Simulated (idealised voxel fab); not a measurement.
The name of this process module is voxel gate over fins.
In the cross-section labelled cut, the width is 155 nm and each square cell is 5 nm.
Bands, listed from the top down, are how a cross-section gets written in this document; the cross-section itself is a grid of square cells, and a band is one or more rows of them. Each band's line starts with the height of the band's top and of its bottom, in nm. Then come its materials from left to right, each with its width in nm. One material with "throughout" fills the band from edge to edge. "blank" is empty space. Height 0 is the level under which the wafer as received is all one material. The lowest band goes on downwards, as in "0 -> down". The width entry "30 to 40" should be interpreted row by row: the top row of cells in the band takes the first number, the bottom row takes the second number, and the change between adjacent rows is uniform throughout. Basically "no modification" means that step didn't change any cell in the cross-section. "Enclosed void inventory" contains a list of empty spaces, each no smaller than 8 cells and without an open way to the top, written in the form width x height at distance with the distance from the left edge and all three in nm. Where a step's line continues beyond its settings, the continuation is a remark by the simulator itself on that step. overlay nm: mask right of planned place by this much (step with mask). Neg. = left.
Below is the list of planned process steps:
1 RECEIVE | material Si
2 CONFORMAL_DEP | material SiN | thk nm 10
3 MASKED_ETCH | tone cover | mask id FINS | width nm 15 | pitch nm 40 | etch materials SiN | depth nm 10 | overlay nm 0
4 MASKED_ETCH | tone cover | mask id FINS | width nm 15 | pitch nm 40 | etch materials Si | depth nm 40 | overlay nm 0
5 OXIDIZE | depth nm 5
6 FILL_DEP | material SiO2 | thk nm 10
7 CMP | height nm 10
8 SELECTIVE_ETCH | etch materials SiO2 | depth nm 25
9 STRIP | etch materials SiN
10 CONFORMAL_DEP | material HfO2 | thk nm 5
11 CONFORMAL_DEP | material TiN | thk nm 5
12 CONFORMAL_DEP | material TiAl | thk nm 5
13 CONFORMAL_DEP | material TiN | thk nm 5
14 FILL_DEP | material W | thk nm 10
15 CMP | height nm 25
16 CONFORMAL_DEP | material SiCN | thk nm 5
First of two wafers, processed according to plan:
Incoming wafer, cross-sectional view, post step 1:
> 0 -> down  Si throughout
> Enclosed void inventory: none
Cross-section of the wafer subsequent to step 2:
> 10 -> 0  SiN throughout
> Below a height of 0, the structure has not been altered.
Cross-section of the wafer subsequent to step 3:
> 10 -> 0  blank=50  SiN=15  blank=25  SiN=15  blank=50
> Below a height of 0, the structure has not been altered.
Cross-section of the wafer subsequent to step 4:
> 10 -> 0  blank=50  SiN=15  blank=25  SiN=15  blank=50
> 0 -> -40  blank=50  Si=15  blank=25  Si=15  blank=50
> Below a height of -40, the structure has not been altered.
Cross-section of the wafer subsequent to step 5:
> 10 -> 0  blank=50  SiN=15  blank=25  SiN=15  blank=50
> 0 -> -40  blank=50  SiO2=5  Si=5  SiO2=5  blank=25  SiO2=5  Si=5  SiO2=5  blank=50
> -40 -> -45  SiO2=55  Si=5  SiO2=35  Si=5  SiO2=55
> Below a height of -45, the structure has not been altered.
Cross-section of the wafer subsequent to step 6:
> 20 -> 10  SiO2 throughout
> 10 -> 0  SiO2=50  SiN=15  SiO2=25  SiN=15  SiO2=50
> 0 -> -45  SiO2=55  Si=5  SiO2=35  Si=5  SiO2=55
> Below a height of -45, the structure has not been altered.
Cross-section of the wafer subsequent to step 7:
> 10 -> 0  SiO2=50  SiN=15  SiO2=25  SiN=15  SiO2=50
> Below a height of 0, the structure has not been altered.
Cross-section of the wafer subsequent to step 8:
> 10 -> 0  blank=50  SiN=15  blank=25  SiN=15  blank=50
> 0 -> -15  blank=55  Si=5  blank=35  Si=5  blank=55
> Below a height of -15, the structure has not been altered.
Cross-section of the wafer subsequent to step 9:
> 0 -> -15  blank=55  Si=5  blank=35  Si=5  blank=55
> Below a height of -15, the structure has not been altered.
Cross-section of the wafer subsequent to step 10:
> 5 -> 0  blank=50  HfO2=15  blank=25  HfO2=15  blank=50
> 0 -> -10  blank=50  HfO2=5  Si=5  HfO2=5  blank=25  HfO2=5  Si=5  HfO2=5  blank=50
> -10 -> -15  HfO2=55  Si=5  HfO2=35  Si=5  HfO2=55
> Below a height of -15, the structure has not been altered.
Cross-section of the wafer subsequent to step 11:
> 10 -> 5  blank=45  TiN=25  blank=15  TiN=25  blank=45
> 5 -> 0  blank=45  TiN=5  HfO2=15  TiN=5  blank=15  TiN=5  HfO2=15  TiN=5  blank=45
> 0 -> -5  blank=45  TiN=5  HfO2=5  Si=5  HfO2=5  TiN=5  blank=15  TiN=5  HfO2=5  Si=5  HfO2=5  TiN=5  blank=45
> -5 -> -10  TiN=50  HfO2=5  Si=5  HfO2=5  TiN=25  HfO2=5  Si=5  HfO2=5  TiN=50
> Below a height of -10, the structure has not been altered.
Cross-section of the wafer subsequent to step 12:
> 15 -> 10  blank=40  TiAl=35  blank=5  TiAl=35  blank=40
> 10 -> 5  blank=40  TiAl=5  TiN=25  TiAl=5  blank=5  TiAl=5  TiN=25  TiAl=5  blank=40
> 5 -> 0  blank=40  TiAl=5  TiN=5  HfO2=15  TiN=5  TiAl=5  blank=5  TiAl=5  TiN=5  HfO2=15  TiN=5  TiAl=5  blank=40
> 0 -> -5  TiAl=45  TiN=5  HfO2=5  Si=5  HfO2=5  TiN=5  TiAl=15  TiN=5  HfO2=5  Si=5  HfO2=5  TiN=5  TiAl=45
> Below a height of -5, the structure has not been altered.
Cross-section of the wafer subsequent to step 13:
> 20 -> 15  blank=35  TiN=85  blank=35
> 15 -> 10  blank=35  TiN=5  TiAl=35  TiN=5  TiAl=35  TiN=5  blank=35
> 10 -> 5  blank=35  TiN=5  TiAl=5  TiN=25  TiAl=5  TiN=5  TiAl=5  TiN=25  TiAl=5  TiN=5  blank=35
> 5 -> 0  TiN=40  TiAl=5  TiN=5  HfO2=15  TiN=5  TiAl=5  TiN=5  TiAl=5  TiN=5  HfO2=15  TiN=5  TiAl=5  TiN=40
> Below a height of 0, the structure has not been altered.
Cross-section of the wafer subsequent to step 14:
> 30 -> 20  W throughout
> 20 -> 15  W=35  TiN=85  W=35
> 15 -> 10  W=35  TiN=5  TiAl=35  TiN=5  TiAl=35  TiN=5  W=35
> 10 -> 5  W=35  TiN=5  TiAl=5  TiN=25  TiAl=5  TiN=5  TiAl=5  TiN=25  TiAl=5  TiN=5  W=35
> Below a height of 5, the structure has not been altered.
Cross-section of the wafer subsequent to step 15:
> 25 -> 20  W throughout
> Below a height of 20, the structure has not been altered.
Cross-section of the wafer subsequent to step 16:
> 30 -> 25  SiCN throughout
> Below a height of 25, the structure has not been altered.
Second wafer - shared start and plan with the first - one error in running - same as the first up to step 2 inclusive:
Second wafer, cross-section, planned end of step 3:
> 10 -> 0  SiN=50  blank=15  SiN=25  blank=15  SiN=50
> Below a height of 0, the structure has not been altered.
Second wafer, cross-section, planned end of step 4: no modification
Second wafer, cross-section, planned end of step 5:
> 10 -> 0  SiN=50  blank=15  SiN=25  blank=15  SiN=50
> 0 -> -5  Si=45  SiO2=25  Si=15  SiO2=25  Si=45
> Below a height of -5, the structure has not been altered.
Second wafer, cross-section, planned end of step 6:
> 20 -> 10  SiO2 throughout
> 10 -> 0  SiN=50  SiO2=15  SiN=25  SiO2=15  SiN=50
> Below a height of 0, the structure has not been altered.
Second wafer, cross-section, planned end of step 7:
> 10 -> 0  SiN=50  SiO2=15  SiN=25  SiO2=15  SiN=50
> Below a height of 0, the structure has not been altered.
Second wafer, cross-section, planned end of step 8:
> 10 -> 0  SiN=50  blank=15  SiN=25  blank=15  SiN=50
> 0 -> -5  Si=45  blank=25  Si=15  blank=25  Si=45
> Below a height of -5, the structure has not been altered.
Second wafer, cross-section, planned end of step 9:
> 0 -> -5  Si=45  blank=25  Si=15  blank=25  Si=45
> Below a height of -5, the structure has not been altered.
Second wafer, cross-section, planned end of step 10:
> 5 -> 0  HfO2=50  blank=15  HfO2=25  blank=15  HfO2=50
> 0 -> -5  Si=45  HfO2=25  Si=15  HfO2=25  Si=45
> Below a height of -5, the structure has not been altered.
Second wafer, cross-section, planned end of step 11:
> 10 -> 5  TiN=55  blank=5  TiN=35  blank=5  TiN=55
> 5 -> 0  HfO2=50  TiN=15  HfO2=25  TiN=15  HfO2=50
> Below a height of 0, the structure has not been altered.
Second wafer, cross-section, planned end of step 12:
> 15 -> 10  TiAl throughout
> 10 -> 5  TiN=55  TiAl=5  TiN=35  TiAl=5  TiN=55
> Below a height of 5, the structure has not been altered.
Second wafer, cross-section, planned end of step 13:
> 20 -> 15  TiN throughout
> Below a height of 15, the structure has not been altered.
Second wafer, cross-section, planned end of step 14:
> 30 -> 20  W throughout
> Below a height of 20, the structure has not been altered.
Second wafer, cross-section, planned end of step 15:
> 25 -> 20  W throughout
> Below a height of 20, the structure has not been altered.
Second wafer, cross-section, planned end of step 16:
> 30 -> 25  SiCN throughout
> Below a height of 25, the structure has not been altered.
Where did the run depart from the plan? step 3 did not happen as planned, as run it was MASKED_ETCH | tone open | mask id FINS | width nm 15 | pitch nm 40 | etch materials SiN | depth nm 10 | overlay nm 0
Per the end-of-run cell counts, the second wafer holds more or fewer of some materials than the first: 8 fewer of HfO2 | 251 more of Si | 174 fewer of SiO2 | 10 fewer of TiAl | 17 fewer of TiN | 42 fewer of W
